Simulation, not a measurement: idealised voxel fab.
process module | voxel tone inversion
cross-section cut | 275 nm wide | cells 5 nm
A cross-section is a grid of square cells, given in bands from the top down. A band is one or more rows of cells.
Each band's line starts with the height of the band's top and of its bottom, in nm. Then come its materials from left to right, each with its width in nm. One material with "throughout" fills the band from edge to edge. "air" is empty space.
Height 0 is the level under which the wafer as received is all one material. The lowest band goes on downwards, as in "0 down".
A width such as "30 to 40" changes by the same amount from each row of cells to the next, from the band's top row to its bottom row.
"no change" after a step means that no cell of the cross-section changed.
closed voids: empty space of 8 cells or more with no open way to the top, each as width x height at its distance from the left edge, in nm
after a step's settings: what the simulator itself notes on the step
overlay nm, on a step with a mask: how far to the right of its planned place the mask lay; to the left if negative
plan
1 op RECEIVE | material Si
2 op CONFORMAL_DEP | material SiN | thk nm 10
3 op DIRECTIONAL_DEP | material polySi | thk nm 20
4 op PATTERN | tone cover | mask id POSTS | material resist | width nm 25 | pitch nm 40 | thk nm 30 | overlay nm 0
5 op DIRECTIONAL_ETCH | etch materials polySi | depth nm 20
6 op STRIP | etch materials resist
7 op FILL_DEP | material lowk | thk nm 5
8 op CMP | height nm 20
9 op STRIP | etch materials polySi
10 op CONFORMAL_DEP | material TiN | thk nm 5
11 op FILL_DEP | material Ru | thk nm 10
12 op CMP | height nm 30
13 op CONFORMAL_DEP | material SiN | thk nm 5
varied across the wafers: height nm of step 8. The plan shows the first wafer's value. All wafers start alike
first wafer as received, after step 1
  0 down: Si throughout
  closed voids: none
first wafer at the end, after step 13
  35 to 30: SiN throughout
  30 to 25: Ru throughout
  25 to 20: TiN 70 | Ru 15 | TiN 25 | Ru 15 | TiN 25 | Ru 15 | TiN 25 | Ru 15 | TiN 70
  20 to 15: lowk 65 | TiN 5 | Ru 15 | TiN 5 | lowk 15 | TiN 5 | Ru 15 | TiN 5 | lowk 15 | TiN 5 | Ru 15 | TiN 5 | lowk 15 | TiN 5 | Ru 15 | TiN 5 | lowk 65
  15 to 10: lowk 65 | TiN 25 | lowk 15 | TiN 25 | lowk 15 | TiN 25 | lowk 15 | TiN 25 | lowk 65
  10 to 0: SiN throughout
  0 down: Si throughout
  closed voids: none
last wafer at the end
  35 to 30: SiN throughout
  30 to 10: lowk 65 | polySi 25 | lowk 15 | polySi 25 | lowk 15 | polySi 25 | lowk 15 | polySi 25 | lowk 65
  10 to 0: SiN throughout
  0 down: Si throughout
  closed voids: none
each wafer at the end: cells of each material gained (+) or lost (-) since it was received, then its closed voids
height nm 20 | +79 Ru | +165 SiN | +71 TiN | +70 lowk | closed voids: none
height nm 25 | +36 Ru | +165 SiN | +79 TiN | +105 lowk | closed voids: none
height nm 30 | +36 Ru | +165 SiN | +44 TiN | +140 lowk | closed voids: none
height nm 35 | +165 SiN | +140 lowk | +80 polySi | closed voids: none
